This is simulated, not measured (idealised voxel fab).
Process module in this document: voxel capacitor over wiring
Each square cell in cross-section cut measures 5 nm, and the section as a whole is 255 nm wide.
Cross-section = grid of square cells, listed top down in bands; band = one or more rows.
Heights first: top, then bottom, in nm. Then materials, left to right, each with a width in nm. "edge to edge" on a single material: fills the band edge to edge. "empty": empty space.
Below 0: as-received wafer, all one material; heights counted from there. Lowest band: no bottom, goes on down, written "0 and below".
A width such as "30->40" changes by the same amount from each row of cells to the next, from the band's top row to its bottom row.
No cell of the cross-section changed in a step that is given as "identical to before".
Empty spaces without an open route to the top, at least 8 cells in extent, make up the entry "Sealed cavities"; each is given as width x height at distance, where the distance is measured from the left edge, and all are in nm.
It should be noted that, on the line of a given step, the content following the step's settings is a remark produced by the simulator itself with respect to that step.
The setting "overlay nm" may be written on the line of a step. When the step uses a mask, the value reports how far to the right of the planned place the mask lay, and a negative value reports that it lay to the left.
### Planned process steps
1. RECEIVE, material Si
2. CONFORMAL_DEP, material SiO2, thk nm 15
3. DIRECTIONAL_DEP, material TiN, thk nm 5
4. DIRECTIONAL_DEP, material W, thk nm 15
5. PATTERN, tone cover, mask id METAL_1, material resist, width nm 20, pitch nm 70, thk nm 15, overlay nm 0
6. DIRECTIONAL_ETCH, etch materials W, depth nm 15
7. DIRECTIONAL_ETCH, etch materials TiN, depth nm 5
8. STRIP, etch materials resist
9. CONFORMAL_DEP, material SiN, thk nm 5
10. FILL_DEP, material lowk, thk nm 10
11. CMP, height nm 35
12. CONFORMAL_DEP, material SiCN, thk nm 5
13. DIRECTIONAL_DEP, material lowk, thk nm 20
14. DIRECTIONAL_DEP, material aC, thk nm 10
15. PATTERN, tone open, mask id PLUG_1, material resist, width nm 15, thk nm 25, overlay nm 0
16. DIRECTIONAL_ETCH, etch materials aC, depth nm 10
17. STRIP, etch materials resist
18. DIRECTIONAL_ETCH, etch materials lowk, depth nm 20
19. DIRECTIONAL_ETCH, etch materials SiCN, depth nm 5
20. STRIP, etch materials aC
21. CONFORMAL_DEP, material TiN, thk nm 5
22. FILL_DEP, material Ru, thk nm 10
23. CMP, height nm 60
24. DIRECTIONAL_DEP, material TiN, thk nm 10
25. DIRECTIONAL_DEP, material SiN, thk nm 5
26. DIRECTIONAL_DEP, material TiN, thk nm 5
27. PATTERN, tone cover, mask id UPPER_PLATE, material resist, width nm 55, thk nm 20, overlay nm 0
28. DIRECTIONAL_ETCH, etch materials TiN, depth nm 5
29. DIRECTIONAL_ETCH, etch materials SiN, depth nm 5
30. STRIP, etch materials resist
31. MASKED_ETCH, tone cover, mask id LOWER_PLATE, width nm 65, etch materials TiN, depth nm 10, overlay nm 0
32. FILL_DEP, material SiO2, thk nm 15
33. CMP, height nm 90
34. DIRECTIONAL_DEP, material aC, thk nm 15
35. PATTERN, tone open, mask id PLUG_2, material resist, width nm 15, thk nm 30, overlay nm 0
36. DIRECTIONAL_ETCH, etch materials aC, depth nm 15
37. STRIP, etch materials resist
38. DIRECTIONAL_ETCH, etch materials SiO2, depth nm 10
39. STRIP, etch materials aC
40. CONFORMAL_DEP, material TiN, thk nm 5
41. FILL_DEP, material Ru, thk nm 5
42. CMP, height nm 90
43. CONFORMAL_DEP, material SiCN, thk nm 5
### First wafer, two in total, run as planned
### Wafer as received: cross-section following step 1
    0 and below = Si edge to edge
    Sealed cavities: none
### How the wafer stands in section after step 2
    15 down to 0 = SiO2 edge to edge
    Below 0, the layers are the same as they were.
### How the wafer stands in section after step 3
    20 down to 15 = TiN edge to edge
    Below 15, the layers are the same as they were.
### How the wafer stands in section after step 4
    35 down to 20 = W edge to edge
    Below 20, the layers are the same as they were.
### How the wafer stands in section after step 5
    50 down to 35 = 80 of empty, then 20 of resist, then 50 of empty, then 20 of resist, then 85 of empty
    Below 35, the layers are the same as they were.
### How the wafer stands in section after step 6
    50 down to 35 = 80 of empty, then 20 of resist, then 50 of empty, then 20 of resist, then 85 of empty
    35 down to 20 = 80 of empty, then 20 of W, then 50 of empty, then 20 of W, then 85 of empty
    Below 20, the layers are the same as they were.
### How the wafer stands in section after step 7
    50 down to 35 = 80 of empty, then 20 of resist, then 50 of empty, then 20 of resist, then 85 of empty
    35 down to 20 = 80 of empty, then 20 of W, then 50 of empty, then 20 of W, then 85 of empty
    20 down to 15 = 80 of empty, then 20 of TiN, then 50 of empty, then 20 of TiN, then 85 of empty
    Below 15, the layers are the same as they were.
### How the wafer stands in section after step 8
    35 down to 20 = 80 of empty, then 20 of W, then 50 of empty, then 20 of W, then 85 of empty
    Below 20, the layers are the same as they were.
### How the wafer stands in section after step 9
    40 down to 35 = 75 of empty, then 30 of SiN, then 40 of empty, then 30 of SiN, then 80 of empty
    35 down to 20 = 75 of empty, then 5 of SiN, then 20 of W, then 5 of SiN, then 40 of empty, then 5 of SiN, then 20 of W, then 5 of SiN, then 80 of empty
    20 down to 15 = 80 of SiN, then 20 of TiN, then 50 of SiN, then 20 of TiN, then 85 of SiN
    Below 15, the layers are the same as they were.
### How the wafer stands in section after step 10
    50 down to 40 = lowk edge to edge
    40 down to 35 = 75 of lowk, then 30 of SiN, then 40 of lowk, then 30 of SiN, then 80 of lowk
    35 down to 20 = 75 of lowk, then 5 of SiN, then 20 of W, then 5 of SiN, then 40 of lowk, then 5 of SiN, then 20 of W, then 5 of SiN, then 80 of lowk
    Below 20, the layers are the same as they were.
### How the wafer stands in section after step 11
    35 down to 20 = 75 of lowk, then 5 of SiN, then 20 of W, then 5 of SiN, then 40 of lowk, then 5 of SiN, then 20 of W, then 5 of SiN, then 80 of lowk
    Below 20, the layers are the same as they were.
### How the wafer stands in section after step 12
    40 down to 35 = SiCN edge to edge
    Below 35, the layers are the same as they were.
### How the wafer stands in section after step 13
    60 down to 40 = lowk edge to edge
    Below 40, the layers are the same as they were.
### How the wafer stands in section after step 14
    70 down to 60 = aC edge to edge
    Below 60, the layers are the same as they were.
### How the wafer stands in section after step 15
    95 down to 70 = 85 of resist, then 15 of empty, then 155 of resist
    Below 70, the layers are the same as they were.
### How the wafer stands in section after step 16
    85 down to 70 = 85 of resist, then 15 of empty, then 155 of resist
    70 down to 60 = 85 of aC, then 15 of empty, then 155 of aC
    Below 60, the layers are the same as they were.
### How the wafer stands in section after step 17
    70 down to 60 = 85 of aC, then 15 of empty, then 155 of aC
    Below 60, the layers are the same as they were.
### How the wafer stands in section after step 18
    70 down to 60 = 85 of aC, then 15 of empty, then 155 of aC
    60 down to 40 = 85 of lowk, then 15 of empty, then 155 of lowk
    Below 40, the layers are the same as they were.
### How the wafer stands in section after step 19
    70 down to 60 = 85 of aC, then 15 of empty, then 155 of aC
    60 down to 40 = 85 of lowk, then 15 of empty, then 155 of lowk
    40 down to 35 = 85 of SiCN, then 15 of empty, then 155 of SiCN
    Below 35, the layers are the same as they were.
### How the wafer stands in section after step 20
    60 down to 40 = 85 of lowk, then 15 of empty, then 155 of lowk
    Below 40, the layers are the same as they were.
### How the wafer stands in section after step 21
    65 down to 60 = 90 of TiN, then 5 of empty, then 160 of TiN
    60 down to 40 = 85 of lowk, then 5 of TiN, then 5 of empty, then 5 of TiN, then 155 of lowk
    40 down to 35 = 85 of SiCN, then 15 of TiN, then 155 of SiCN
    Below 35, the layers are the same as they were.
### How the wafer stands in section after step 22
    75 down to 65 = Ru edge to edge
    65 down to 60 = 90 of TiN, then 5 of Ru, then 160 of TiN
    60 down to 40 = 85 of lowk, then 5 of TiN, then 5 of Ru, then 5 of TiN, then 155 of lowk
    Below 40, the layers are the same as they were.
### How the wafer stands in section after step 23
    60 down to 40 = 85 of lowk, then 5 of TiN, then 5 of Ru, then 5 of TiN, then 155 of lowk
    Below 40, the layers are the same as they were.
### How the wafer stands in section after step 24
    70 down to 60 = TiN edge to edge
    Below 60, the layers are the same as they were.
### How the wafer stands in section after step 25
    75 down to 70 = SiN edge to edge
    Below 70, the layers are the same as they were.
### How the wafer stands in section after step 26
    80 down to 75 = TiN edge to edge
    Below 75, the layers are the same as they were.
### How the wafer stands in section after step 27
    100 down to 80 = 85 of empty, then 55 of resist, then 115 of empty
    Below 80, the layers are the same as they were.
### How the wafer stands in section after step 28
    100 down to 80 = 85 of empty, then 55 of resist, then 115 of empty
    80 down to 75 = 85 of empty, then 55 of TiN, then 115 of empty
    Below 75, the layers are the same as they were.
### How the wafer stands in section after step 29
    100 down to 80 = 85 of empty, then 55 of resist, then 115 of empty
    80 down to 75 = 85 of empty, then 55 of TiN, then 115 of empty
    75 down to 70 = 85 of empty, then 55 of SiN, then 115 of empty
    Below 70, the layers are the same as they were.
### How the wafer stands in section after step 30
    80 down to 75 = 85 of empty, then 55 of TiN, then 115 of empty
    Below 75, the layers are the same as they were.
### How the wafer stands in section after step 31
    80 down to 75 = 85 of empty, then 55 of TiN, then 115 of empty
    75 down to 70 = 85 of empty, then 55 of SiN, then 115 of empty
    70 down to 60 = 80 of empty, then 65 of TiN, then 110 of empty
    Below 60, the layers are the same as they were.
### How the wafer stands in section after step 32
    95 down to 80 = SiO2 edge to edge
    80 down to 75 = 85 of SiO2, then 55 of TiN, then 115 of SiO2
    75 down to 70 = 85 of SiO2, then 55 of SiN, then 115 of SiO2
    70 down to 60 = 80 of SiO2, then 65 of TiN, then 110 of SiO2
    Below 60, the layers are the same as they were.
### How the wafer stands in section after step 33
    90 down to 80 = SiO2 edge to edge
    Below 80, the layers are the same as they were.
### How the wafer stands in section after step 34
    105 down to 90 = aC edge to edge
    Below 90, the layers are the same as they were.
### How the wafer stands in section after step 35
    135 down to 105 = 95 of resist, then 15 of empty, then 145 of resist
    Below 105, the layers are the same as they were.
### How the wafer stands in section after step 36
    120 down to 105 = 95 of resist, then 15 of empty, then 145 of resist
    105 down to 90 = 95 of aC, then 15 of empty, then 145 of aC
    Below 90, the layers are the same as they were.
### How the wafer stands in section after step 37
    105 down to 90 = 95 of aC, then 15 of empty, then 145 of aC
    Below 90, the layers are the same as they were.
### How the wafer stands in section after step 38
    105 down to 90 = 95 of aC, then 15 of empty, then 145 of aC
    90 down to 80 = 95 of SiO2, then 15 of empty, then 145 of SiO2
    Below 80, the layers are the same as they were.
### How the wafer stands in section after step 39
    90 down to 80 = 95 of SiO2, then 15 of empty, then 145 of SiO2
    Below 80, the layers are the same as they were.
### How the wafer stands in section after step 40
    95 down to 90 = 100 of TiN, then 5 of empty, then 150 of TiN
    90 down to 85 = 95 of SiO2, then 5 of TiN, then 5 of empty, then 5 of TiN, then 145 of SiO2
    85 down to 75 = 95->85 of SiO2, then 15->55 of TiN, then 145->115 of SiO2
    Below 75, the layers are the same as they were.
### How the wafer stands in section after step 41
    100 down to 95 = Ru edge to edge
    95 down to 90 = 100 of TiN, then 5 of Ru, then 150 of TiN
    90 down to 85 = 95 of SiO2, then 5 of TiN, then 5 of Ru, then 5 of TiN, then 145 of SiO2
    Below 85, the layers are the same as they were.
### How the wafer stands in section after step 42
    90 down to 85 = 95 of SiO2, then 5 of TiN, then 5 of Ru, then 5 of TiN, then 145 of SiO2
    Below 85, the layers are the same as they were.
### How the wafer stands in section after step 43
    95 down to 90 = SiCN edge to edge
    Below 90, the layers are the same as they were.
### Okay, second wafer. Nothing different at the start, nothing different in the plan, just one mistake somewhere in the running. As far as step 3, counting that step, it's the first wafer all over again
### Planned end of step 4: second wafer, cross-section
    30 down to 20 = W edge to edge
    Below 20, the layers are the same as they were.
### Planned end of step 5: second wafer, cross-section
    45 down to 30 = 80 of empty, then 20 of resist, then 50 of empty, then 20 of resist, then 85 of empty
    Below 30, the layers are the same as they were.
### Planned end of step 6: second wafer, cross-section
    45 down to 30 = 80 of empty, then 20 of resist, then 50 of empty, then 20 of resist, then 85 of empty
    30 down to 20 = 80 of empty, then 20 of W, then 50 of empty, then 20 of W, then 85 of empty
    Below 20, the layers are the same as they were.
### Planned end of step 7: second wafer, cross-section
    45 down to 30 = 80 of empty, then 20 of resist, then 50 of empty, then 20 of resist, then 85 of empty
    30 down to 20 = 80 of empty, then 20 of W, then 50 of empty, then 20 of W, then 85 of empty
    20 down to 15 = 80 of empty, then 20 of TiN, then 50 of empty, then 20 of TiN, then 85 of empty
    Below 15, the layers are the same as they were.
### Planned end of step 8: second wafer, cross-section
    30 down to 20 = 80 of empty, then 20 of W, then 50 of empty, then 20 of W, then 85 of empty
    Below 20, the layers are the same as they were.
### Planned end of step 9: second wafer, cross-section
    35 down to 30 = 75 of empty, then 30 of SiN, then 40 of empty, then 30 of SiN, then 80 of empty
    30 down to 20 = 75 of empty, then 5 of SiN, then 20 of W, then 5 of SiN, then 40 of empty, then 5 of SiN, then 20 of W, then 5 of SiN, then 80 of empty
    20 down to 15 = 80 of SiN, then 20 of TiN, then 50 of SiN, then 20 of TiN, then 85 of SiN
    Below 15, the layers are the same as they were.
### Planned end of step 10: second wafer, cross-section
    45 down to 35 = lowk edge to edge
    35 down to 30 = 75 of lowk, then 30 of SiN, then 40 of lowk, then 30 of SiN, then 80 of lowk
    30 down to 20 = 75 of lowk, then 5 of SiN, then 20 of W, then 5 of SiN, then 40 of lowk, then 5 of SiN, then 20 of W, then 5 of SiN, then 80 of lowk
    Below 20, the layers are the same as they were.
### Planned end of step 11: second wafer, cross-section
    35 down to 30 = 75 of lowk, then 30 of SiN, then 40 of lowk, then 30 of SiN, then 80 of lowk
    Below 30, the layers are the same as they were.
### Planned end of step 12: second wafer, cross-section
    40 down to 35 = SiCN edge to edge
    Below 35, the layers are the same as they were.
### Planned end of step 13: second wafer, cross-section
    60 down to 40 = lowk edge to edge
    Below 40, the layers are the same as they were.
### Planned end of step 14: second wafer, cross-section
    70 down to 60 = aC edge to edge
    Below 60, the layers are the same as they were.
### Planned end of step 15: second wafer, cross-section
    95 down to 70 = 85 of resist, then 15 of empty, then 155 of resist
    Below 70, the layers are the same as they were.
### Planned end of step 16: second wafer, cross-section
    85 down to 70 = 85 of resist, then 15 of empty, then 155 of resist
    70 down to 60 = 85 of aC, then 15 of empty, then 155 of aC
    Below 60, the layers are the same as they were.
### Planned end of step 17: second wafer, cross-section
    70 down to 60 = 85 of aC, then 15 of empty, then 155 of aC
    Below 60, the layers are the same as they were.
### Planned end of step 18: second wafer, cross-section
    70 down to 60 = 85 of aC, then 15 of empty, then 155 of aC
    60 down to 40 = 85 of lowk, then 15 of empty, then 155 of lowk
    Below 40, the layers are the same as they were.
### Planned end of step 19: second wafer, cross-section
    70 down to 60 = 85 of aC, then 15 of empty, then 155 of aC
    60 down to 40 = 85 of lowk, then 15 of empty, then 155 of lowk
    40 down to 35 = 85 of SiCN, then 15 of empty, then 155 of SiCN
    Below 35, the layers are the same as they were.
### Planned end of step 20: second wafer, cross-section
    60 down to 40 = 85 of lowk, then 15 of empty, then 155 of lowk
    Below 40, the layers are the same as they were.
### Planned end of step 21: second wafer, cross-section
    65 down to 60 = 90 of TiN, then 5 of empty, then 160 of TiN
    60 down to 40 = 85 of lowk, then 5 of TiN, then 5 of empty, then 5 of TiN, then 155 of lowk
    40 down to 35 = 85 of SiCN, then 15 of TiN, then 155 of SiCN
    Below 35, the layers are the same as they were.
### Planned end of step 22: second wafer, cross-section
    75 down to 65 = Ru edge to edge
    65 down to 60 = 90 of TiN, then 5 of Ru, then 160 of TiN
    60 down to 40 = 85 of lowk, then 5 of TiN, then 5 of Ru, then 5 of TiN, then 155 of lowk
    Below 40, the layers are the same as they were.
### Planned end of step 23: second wafer, cross-section
    60 down to 40 = 85 of lowk, then 5 of TiN, then 5 of Ru, then 5 of TiN, then 155 of lowk
    Below 40, the layers are the same as they were.
### Planned end of step 24: second wafer, cross-section
    70 down to 60 = TiN edge to edge
    Below 60, the layers are the same as they were.
### Planned end of step 25: second wafer, cross-section
    75 down to 70 = SiN edge to edge
    Below 70, the layers are the same as they were.
### Planned end of step 26: second wafer, cross-section
    80 down to 75 = TiN edge to edge
    Below 75, the layers are the same as they were.
### Planned end of step 27: second wafer, cross-section
    100 down to 80 = 85 of empty, then 55 of resist, then 115 of empty
    Below 80, the layers are the same as they were.
### Planned end of step 28: second wafer, cross-section
    100 down to 80 = 85 of empty, then 55 of resist, then 115 of empty
    80 down to 75 = 85 of empty, then 55 of TiN, then 115 of empty
    Below 75, the layers are the same as they were.
### Planned end of step 29: second wafer, cross-section
    100 down to 80 = 85 of empty, then 55 of resist, then 115 of empty
    80 down to 75 = 85 of empty, then 55 of TiN, then 115 of empty
    75 down to 70 = 85 of empty, then 55 of SiN, then 115 of empty
    Below 70, the layers are the same as they were.
### Planned end of step 30: second wafer, cross-section
    80 down to 75 = 85 of empty, then 55 of TiN, then 115 of empty
    Below 75, the layers are the same as they were.
### Planned end of step 31: second wafer, cross-section
    80 down to 75 = 85 of empty, then 55 of TiN, then 115 of empty
    75 down to 70 = 85 of empty, then 55 of SiN, then 115 of empty
    70 down to 60 = 80 of empty, then 65 of TiN, then 110 of empty
    Below 60, the layers are the same as they were.
### Planned end of step 32: second wafer, cross-section
    95 down to 80 = SiO2 edge to edge
    80 down to 75 = 85 of SiO2, then 55 of TiN, then 115 of SiO2
    75 down to 70 = 85 of SiO2, then 55 of SiN, then 115 of SiO2
    70 down to 60 = 80 of SiO2, then 65 of TiN, then 110 of SiO2
    Below 60, the layers are the same as they were.
### Planned end of step 33: second wafer, cross-section
    90 down to 80 = SiO2 edge to edge
    Below 80, the layers are the same as they were.
### Planned end of step 34: second wafer, cross-section
    105 down to 90 = aC edge to edge
    Below 90, the layers are the same as they were.
### Planned end of step 35: second wafer, cross-section
    135 down to 105 = 95 of resist, then 15 of empty, then 145 of resist
    Below 105, the layers are the same as they were.
### Planned end of step 36: second wafer, cross-section
    120 down to 105 = 95 of resist, then 15 of empty, then 145 of resist
    105 down to 90 = 95 of aC, then 15 of empty, then 145 of aC
    Below 90, the layers are the same as they were.
### Planned end of step 37: second wafer, cross-section
    105 down to 90 = 95 of aC, then 15 of empty, then 145 of aC
    Below 90, the layers are the same as they were.
### Planned end of step 38: second wafer, cross-section
    105 down to 90 = 95 of aC, then 15 of empty, then 145 of aC
    90 down to 80 = 95 of SiO2, then 15 of empty, then 145 of SiO2
    Below 80, the layers are the same as they were.
### Planned end of step 39: second wafer, cross-section
    90 down to 80 = 95 of SiO2, then 15 of empty, then 145 of SiO2
    Below 80, the layers are the same as they were.
### Planned end of step 40: second wafer, cross-section
    95 down to 90 = 100 of TiN, then 5 of empty, then 150 of TiN
    90 down to 85 = 95 of SiO2, then 5 of TiN, then 5 of empty, then 5 of TiN, then 145 of SiO2
    85 down to 75 = 95->85 of SiO2, then 15->55 of TiN, then 145->115 of SiO2
    Below 75, the layers are the same as they were.
### Planned end of step 41: second wafer, cross-section
    100 down to 95 = Ru edge to edge
    95 down to 90 = 100 of TiN, then 5 of Ru, then 150 of TiN
    90 down to 85 = 95 of SiO2, then 5 of TiN, then 5 of Ru, then 5 of TiN, then 145 of SiO2
    Below 85, the layers are the same as they were.
### Planned end of step 42: second wafer, cross-section
    90 down to 85 = 95 of SiO2, then 5 of TiN, then 5 of Ru, then 5 of TiN, then 145 of SiO2
    Below 85, the layers are the same as they were.
### Planned end of step 43: second wafer, cross-section
    95 down to 90 = SiCN edge to edge
    Below 90, the layers are the same as they were.
What went wrong in running the wafer? for step 4, the planned setting was not used; the step was instead run as DIRECTIONAL_DEP, material W, thk nm 10
In the final state, the cell counts of the second wafer exceed or fall short of those of the first for the following materials: 8 more of SiN; 8 fewer of W
